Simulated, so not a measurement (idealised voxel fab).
This is a process module. Its name is voxel capacitor over wiring.
The width of the displayed cross-section, cut, is 235 nm; its cells are square, with a size of 5 nm.
For the purposes of this document, a cross-section shall be understood as a grid of square cells, specified as bands listed in top-to-bottom order, each band consisting of one or more rows of cells. First you get the band's top height and its bottom height, in nm, and then the materials it's made of, left to right, with each width in nm. If you see a single material with "everywhere", that one covers the band edge to edge. "air" is empty space. All heights in this document are referenced to 0, defined as the level beneath which the wafer, as received, consists entirely of one material. The lowest band is not bounded below; it extends indefinitely downward and is written in the form "0 and below". Think of "30->40" as a width that walks from the first number to the second as you go down the band, top row to bottom row, taking equal-sized steps from row to row. "no modification", as given for a step, is the statement that not any cell of the cross-section underwent a change during that step. Empty spaces counting at least 8 cells and having no open way to the top are listed in "Closed void roster". The notation width x height at distance is used for each, the distance being from the left edge and all three values in nm. Anything after a step's settings on that line? It's the simulator's own note about the step. The optional step-line setting "overlay nm" applies to steps with a mask and quantifies how far to the right of its planned location the mask lay, a negative value indicating leftward placement.
Steps in the process plan:
step 1: RECEIVE | material Si
step 2: CONFORMAL_DEP | material SiO2 | thk nm 15
step 3: CONFORMAL_DEP | material SiCN | thk nm 5
step 4: DIRECTIONAL_DEP | material SiO2 | thk nm 15
step 5: DIRECTIONAL_DEP | material aC | thk nm 10
step 6: PATTERN | tone open | mask id METAL_1 | material resist | width nm 30 | pitch nm 95 | thk nm 25 | overlay nm 0
step 7: DIRECTIONAL_ETCH | etch materials aC | depth nm 10
step 8: STRIP | etch materials resist
step 9: DIRECTIONAL_ETCH | etch materials SiO2 | depth nm 15
step 10: DIRECTIONAL_ETCH | etch materials SiCN | depth nm 5
step 11: STRIP | etch materials aC
step 12: CONFORMAL_DEP | material TiN | thk nm 5
step 13: FILL_DEP | material Cu | thk nm 5
step 14: CMP | height nm 35
step 15: CONFORMAL_DEP | material SiCN | thk nm 5
step 16: DIRECTIONAL_DEP | material SiO2 | thk nm 15
step 17: MASKED_ETCH | tone open | mask id PLUG_1 | width nm 15 | etch materials SiO2 | depth nm 15 | overlay nm 0
step 18: MASKED_ETCH | tone open | mask id PLUG_1 | width nm 15 | etch materials SiCN | depth nm 5 | overlay nm 0
step 19: CONFORMAL_DEP | material TiN | thk nm 5
step 20: FILL_DEP | material Cu | thk nm 10
step 21: CMP | height nm 55
step 22: DIRECTIONAL_DEP | material TiN | thk nm 10
step 23: DIRECTIONAL_DEP | material SiN | thk nm 5
step 24: DIRECTIONAL_DEP | material TiN | thk nm 5
step 25: PATTERN | tone cover | mask id UPPER_PLATE | material resist | width nm 70 | thk nm 20 | overlay nm 0
step 26: DIRECTIONAL_ETCH | etch materials TiN | depth nm 5
step 27: DIRECTIONAL_ETCH | etch materials SiN | depth nm 5
step 28: STRIP | etch materials resist
step 29: PATTERN | tone cover | mask id LOWER_PLATE | material resist | width nm 80 | thk nm 20 | overlay nm 0
step 30: DIRECTIONAL_ETCH | etch materials TiN | depth nm 10
step 31: STRIP | etch materials resist
step 32: FILL_DEP | material SiO2 | thk nm 20
step 33: CMP | height nm 90
step 34: DIRECTIONAL_DEP | material aC | thk nm 10
step 35: PATTERN | tone open | mask id PLUG_2 | material resist | width nm 15 | thk nm 30 | overlay nm 0
step 36: DIRECTIONAL_ETCH | etch materials aC | depth nm 10
step 37: STRIP | etch materials resist
step 38: DIRECTIONAL_ETCH | etch materials SiO2 | depth nm 15
step 39: STRIP | etch materials aC
step 40: CONFORMAL_DEP | material TiN | thk nm 5
step 41: FILL_DEP | material Ru | thk nm 10
step 42: CMP | height nm 90
step 43: CONFORMAL_DEP | material SiCN | thk nm 5
The first of the two wafers, which ran as planned:
As-received wafer cross-section (after step 1):
    0 and below | Si everywhere
    Closed void roster: none
The wafer, seen in cross-section, after step 2:
    15 down to 0 | SiO2 everywhere
    Under the height 0 nothing was changed.
The wafer, seen in cross-section, after step 3:
    20 down to 15 | SiCN everywhere
    Under the height 15 nothing was changed.
The wafer, seen in cross-section, after step 4:
    35 down to 20 | SiO2 everywhere
    Under the height 20 nothing was changed.
The wafer, seen in cross-section, after step 5:
    45 down to 35 | aC everywhere
    Under the height 35 nothing was changed.
The wafer, seen in cross-section, after step 6:
    70 down to 45 | resist 55  air 30  resist 65  air 30  resist 55
    Under the height 45 nothing was changed.
The wafer, seen in cross-section, after step 7:
    60 down to 45 | resist 55  air 30  resist 65  air 30  resist 55
    45 down to 35 | aC 55  air 30  aC 65  air 30  aC 55
    Under the height 35 nothing was changed.
The wafer, seen in cross-section, after step 8:
    45 down to 35 | aC 55  air 30  aC 65  air 30  aC 55
    Under the height 35 nothing was changed.
The wafer, seen in cross-section, after step 9:
    45 down to 35 | aC 55  air 30  aC 65  air 30  aC 55
    35 down to 20 | SiO2 55  air 30  SiO2 65  air 30  SiO2 55
    Under the height 20 nothing was changed.
The wafer, seen in cross-section, after step 10:
    45 down to 35 | aC 55  air 30  aC 65  air 30  aC 55
    35 down to 20 | SiO2 55  air 30  SiO2 65  air 30  SiO2 55
    20 down to 15 | SiCN 55  air 30  SiCN 65  air 30  SiCN 55
    Under the height 15 nothing was changed.
The wafer, seen in cross-section, after step 11:
    35 down to 20 | SiO2 55  air 30  SiO2 65  air 30  SiO2 55
    Under the height 20 nothing was changed.
The wafer, seen in cross-section, after step 12:
    40 down to 35 | TiN 60  air 20  TiN 75  air 20  TiN 60
    35 down to 20 | SiO2 55  TiN 5  air 20  TiN 5  SiO2 65  TiN 5  air 20  TiN 5  SiO2 55
    20 down to 15 | SiCN 55  TiN 30  SiCN 65  TiN 30  SiCN 55
    Under the height 15 nothing was changed.
The wafer, seen in cross-section, after step 13:
    45 down to 40 | Cu everywhere
    40 down to 35 | TiN 60  Cu 20  TiN 75  Cu 20  TiN 60
    35 down to 20 | SiO2 55  TiN 5  Cu 20  TiN 5  SiO2 65  TiN 5  Cu 20  TiN 5  SiO2 55
    Under the height 20 nothing was changed.
The wafer, seen in cross-section, after step 14:
    35 down to 20 | SiO2 55  TiN 5  Cu 20  TiN 5  SiO2 65  TiN 5  Cu 20  TiN 5  SiO2 55
    Under the height 20 nothing was changed.
The wafer, seen in cross-section, after step 15:
    40 down to 35 | SiCN everywhere
    Under the height 35 nothing was changed.
The wafer, seen in cross-section, after step 16:
    55 down to 40 | SiO2 everywhere
    Under the height 40 nothing was changed.
The wafer, seen in cross-section, after step 17:
    55 down to 40 | SiO2 70  air 15  SiO2 150
    Under the height 40 nothing was changed.
The wafer, seen in cross-section, after step 18:
    55 down to 40 | SiO2 70  air 15  SiO2 150
    40 down to 35 | SiCN 70  air 15  SiCN 150
    Under the height 35 nothing was changed.
The wafer, seen in cross-section, after step 19:
    60 down to 55 | TiN 75  air 5  TiN 155
    55 down to 40 | SiO2 70  TiN 5  air 5  TiN 5  SiO2 150
    40 down to 35 | SiCN 70  TiN 15  SiCN 150
    Under the height 35 nothing was changed.
The wafer, seen in cross-section, after step 20:
    70 down to 60 | Cu everywhere
    60 down to 55 | TiN 75  Cu 5  TiN 155
    55 down to 40 | SiO2 70  TiN 5  Cu 5  TiN 5  SiO2 150
    Under the height 40 nothing was changed.
The wafer, seen in cross-section, after step 21:
    55 down to 40 | SiO2 70  TiN 5  Cu 5  TiN 5  SiO2 150
    Under the height 40 nothing was changed.
The wafer, seen in cross-section, after step 22:
    65 down to 55 | TiN everywhere
    Under the height 55 nothing was changed.
The wafer, seen in cross-section, after step 23:
    70 down to 65 | SiN everywhere
    Under the height 65 nothing was changed.
The wafer, seen in cross-section, after step 24:
    75 down to 70 | TiN everywhere
    Under the height 70 nothing was changed.
The wafer, seen in cross-section, after step 25:
    95 down to 75 | air 70  resist 70  air 95
    Under the height 75 nothing was changed.
The wafer, seen in cross-section, after step 26:
    95 down to 75 | air 70  resist 70  air 95
    75 down to 70 | air 70  TiN 70  air 95
    Under the height 70 nothing was changed.
The wafer, seen in cross-section, after step 27:
    95 down to 75 | air 70  resist 70  air 95
    75 down to 70 | air 70  TiN 70  air 95
    70 down to 65 | air 70  SiN 70  air 95
    Under the height 65 nothing was changed.
The wafer, seen in cross-section, after step 28:
    75 down to 70 | air 70  TiN 70  air 95
    Under the height 70 nothing was changed.
The wafer, seen in cross-section, after step 29:
    95 down to 75 | air 65  resist 80  air 90
    75 down to 70 | air 65  resist 5  TiN 70  resist 5  air 90
    70 down to 65 | air 65  resist 5  SiN 70  resist 5  air 90
    Under the height 65 nothing was changed.
The wafer, seen in cross-section, after step 30:
    95 down to 75 | air 65  resist 80  air 90
    75 down to 70 | air 65  resist 5  TiN 70  resist 5  air 90
    70 down to 65 | air 65  resist 5  SiN 70  resist 5  air 90
    65 down to 55 | air 65  TiN 80  air 90
    Under the height 55 nothing was changed.
The wafer, seen in cross-section, after step 31:
    75 down to 70 | air 70  TiN 70  air 95
    70 down to 65 | air 70  SiN 70  air 95
    Under the height 65 nothing was changed.
The wafer, seen in cross-section, after step 32:
    95 down to 75 | SiO2 everywhere
    75 down to 70 | SiO2 70  TiN 70  SiO2 95
    70 down to 65 | SiO2 70  SiN 70  SiO2 95
    65 down to 55 | SiO2 65  TiN 80  SiO2 90
    Under the height 55 nothing was changed.
The wafer, seen in cross-section, after step 33:
    90 down to 75 | SiO2 everywhere
    Under the height 75 nothing was changed.
The wafer, seen in cross-section, after step 34:
    100 down to 90 | aC everywhere
    Under the height 90 nothing was changed.
The wafer, seen in cross-section, after step 35:
    130 down to 100 | resist 80  air 15  resist 140
    Under the height 100 nothing was changed.
The wafer, seen in cross-section, after step 36:
    120 down to 100 | resist 80  air 15  resist 140
    100 down to 90 | aC 80  air 15  aC 140
    Under the height 90 nothing was changed.
The wafer, seen in cross-section, after step 37:
    100 down to 90 | aC 80  air 15  aC 140
    Under the height 90 nothing was changed.
The wafer, seen in cross-section, after step 38:
    100 down to 90 | aC 80  air 15  aC 140
    90 down to 75 | SiO2 80  air 15  SiO2 140
    Under the height 75 nothing was changed.
The wafer, seen in cross-section, after step 39:
    90 down to 75 | SiO2 80  air 15  SiO2 140
    Under the height 75 nothing was changed.
The wafer, seen in cross-section, after step 40:
    95 down to 90 | TiN 85  air 5  TiN 145
    90 down to 80 | SiO2 80  TiN 5  air 5  TiN 5  SiO2 140
    80 down to 70 | SiO2 80->70  TiN 15->70  SiO2 140->95
    Under the height 70 nothing was changed.
The wafer, seen in cross-section, after step 41:
    105 down to 95 | Ru everywhere
    95 down to 90 | TiN 85  Ru 5  TiN 145
    90 down to 80 | SiO2 80  TiN 5  Ru 5  TiN 5  SiO2 140
    Under the height 80 nothing was changed.
The wafer, seen in cross-section, after step 42:
    90 down to 80 | SiO2 80  TiN 5  Ru 5  TiN 5  SiO2 140
    Under the height 80 nothing was changed.
The wafer, seen in cross-section, after step 43:
    95 down to 90 | SiCN everywhere
    Under the height 90 nothing was changed.
Wafer two: like wafer one in start and plan, but with one mistake in execution; identical up to and including step 13:
Look at the second wafer in cross-section at the time step 14 ought to have finished:
    40 down to 35 | TiN 60  Cu 20  TiN 75  Cu 20  TiN 60
    Under the height 35 nothing was changed.
Look at the second wafer in cross-section at the time step 15 ought to have finished:
    45 down to 40 | SiCN everywhere
    Under the height 40 nothing was changed.
Look at the second wafer in cross-section at the time step 16 ought to have finished:
    60 down to 45 | SiO2 everywhere
    Under the height 45 nothing was changed.
Look at the second wafer in cross-section at the time step 17 ought to have finished:
    60 down to 45 | SiO2 70  air 15  SiO2 150
    Under the height 45 nothing was changed.
Look at the second wafer in cross-section at the time step 18 ought to have finished:
    60 down to 45 | SiO2 70  air 15  SiO2 150
    45 down to 40 | SiCN 70  air 15  SiCN 150
    Under the height 40 nothing was changed.
Look at the second wafer in cross-section at the time step 19 ought to have finished:
    65 down to 60 | TiN 75  air 5  TiN 155
    60 down to 45 | SiO2 70  TiN 5  air 5  TiN 5  SiO2 150
    45 down to 40 | SiCN 70  TiN 15  SiCN 150
    Under the height 40 nothing was changed.
Look at the second wafer in cross-section at the time step 20 ought to have finished:
    75 down to 65 | Cu everywhere
    65 down to 60 | TiN 75  Cu 5  TiN 155
    60 down to 45 | SiO2 70  TiN 5  Cu 5  TiN 5  SiO2 150
    Under the height 45 nothing was changed.
Look at the second wafer in cross-section at the time step 21 ought to have finished:
    55 down to 45 | SiO2 70  TiN 5  Cu 5  TiN 5  SiO2 150
    Under the height 45 nothing was changed.
Look at the second wafer in cross-section at the time step 22 ought to have finished:
    65 down to 55 | TiN everywhere
    Under the height 55 nothing was changed.
Look at the second wafer in cross-section at the time step 23 ought to have finished:
    70 down to 65 | SiN everywhere
    Under the height 65 nothing was changed.
Look at the second wafer in cross-section at the time step 24 ought to have finished:
    75 down to 70 | TiN everywhere
    Under the height 70 nothing was changed.
Look at the second wafer in cross-section at the time step 25 ought to have finished:
    95 down to 75 | air 70  resist 70  air 95
    Under the height 75 nothing was changed.
Look at the second wafer in cross-section at the time step 26 ought to have finished:
    95 down to 75 | air 70  resist 70  air 95
    75 down to 70 | air 70  TiN 70  air 95
    Under the height 70 nothing was changed.
Look at the second wafer in cross-section at the time step 27 ought to have finished:
    95 down to 75 | air 70  resist 70  air 95
    75 down to 70 | air 70  TiN 70  air 95
    70 down to 65 | air 70  SiN 70  air 95
    Under the height 65 nothing was changed.
Look at the second wafer in cross-section at the time step 28 ought to have finished:
    75 down to 70 | air 70  TiN 70  air 95
    Under the height 70 nothing was changed.
Look at the second wafer in cross-section at the time step 29 ought to have finished:
    95 down to 75 | air 65  resist 80  air 90
    75 down to 70 | air 65  resist 5  TiN 70  resist 5  air 90
    70 down to 65 | air 65  resist 5  SiN 70  resist 5  air 90
    Under the height 65 nothing was changed.
Look at the second wafer in cross-section at the time step 30 ought to have finished:
    95 down to 75 | air 65  resist 80  air 90
    75 down to 70 | air 65  resist 5  TiN 70  resist 5  air 90
    70 down to 65 | air 65  resist 5  SiN 70  resist 5  air 90
    65 down to 55 | air 65  TiN 80  air 90
    Under the height 55 nothing was changed.
Look at the second wafer in cross-section at the time step 31 ought to have finished:
    75 down to 70 | air 70  TiN 70  air 95
    70 down to 65 | air 70  SiN 70  air 95
    Under the height 65 nothing was changed.
Look at the second wafer in cross-section at the time step 32 ought to have finished:
    95 down to 75 | SiO2 everywhere
    75 down to 70 | SiO2 70  TiN 70  SiO2 95
    70 down to 65 | SiO2 70  SiN 70  SiO2 95
    65 down to 55 | SiO2 65  TiN 80  SiO2 90
    Under the height 55 nothing was changed.
Look at the second wafer in cross-section at the time step 33 ought to have finished:
    90 down to 75 | SiO2 everywhere
    Under the height 75 nothing was changed.
Look at the second wafer in cross-section at the time step 34 ought to have finished:
    100 down to 90 | aC everywhere
    Under the height 90 nothing was changed.
Look at the second wafer in cross-section at the time step 35 ought to have finished:
    130 down to 100 | resist 80  air 15  resist 140
    Under the height 100 nothing was changed.
Look at the second wafer in cross-section at the time step 36 ought to have finished:
    120 down to 100 | resist 80  air 15  resist 140
    100 down to 90 | aC 80  air 15  aC 140
    Under the height 90 nothing was changed.
Look at the second wafer in cross-section at the time step 37 ought to have finished:
    100 down to 90 | aC 80  air 15  aC 140
    Under the height 90 nothing was changed.
Look at the second wafer in cross-section at the time step 38 ought to have finished:
    100 down to 90 | aC 80  air 15  aC 140
    90 down to 75 | SiO2 80  air 15  SiO2 140
    Under the height 75 nothing was changed.
Look at the second wafer in cross-section at the time step 39 ought to have finished:
    90 down to 75 | SiO2 80  air 15  SiO2 140
    Under the height 75 nothing was changed.
Look at the second wafer in cross-section at the time step 40 ought to have finished:
    95 down to 90 | TiN 85  air 5  TiN 145
    90 down to 80 | SiO2 80  TiN 5  air 5  TiN 5  SiO2 140
    80 down to 70 | SiO2 80->70  TiN 15->70  SiO2 140->95
    Under the height 70 nothing was changed.
Look at the second wafer in cross-section at the time step 41 ought to have finished:
    105 down to 95 | Ru everywhere
    95 down to 90 | TiN 85  Ru 5  TiN 145
    90 down to 80 | SiO2 80  TiN 5  Ru 5  TiN 5  SiO2 140
    Under the height 80 nothing was changed.
Look at the second wafer in cross-section at the time step 42 ought to have finished:
    90 down to 80 | SiO2 80  TiN 5  Ru 5  TiN 5  SiO2 140
    Under the height 80 nothing was changed.
Look at the second wafer in cross-section at the time step 43 ought to have finished:
    95 down to 90 | SiCN everywhere
    Under the height 90 nothing was changed.
Which mistake was made when the wafer was run? it should be noted that step 14 was executed with settings other than those planned, the operation and settings actually applied being CMP | height nm 40
at the end the second wafer has, in cells: +7 Cu; -44 SiO2; +37 TiN
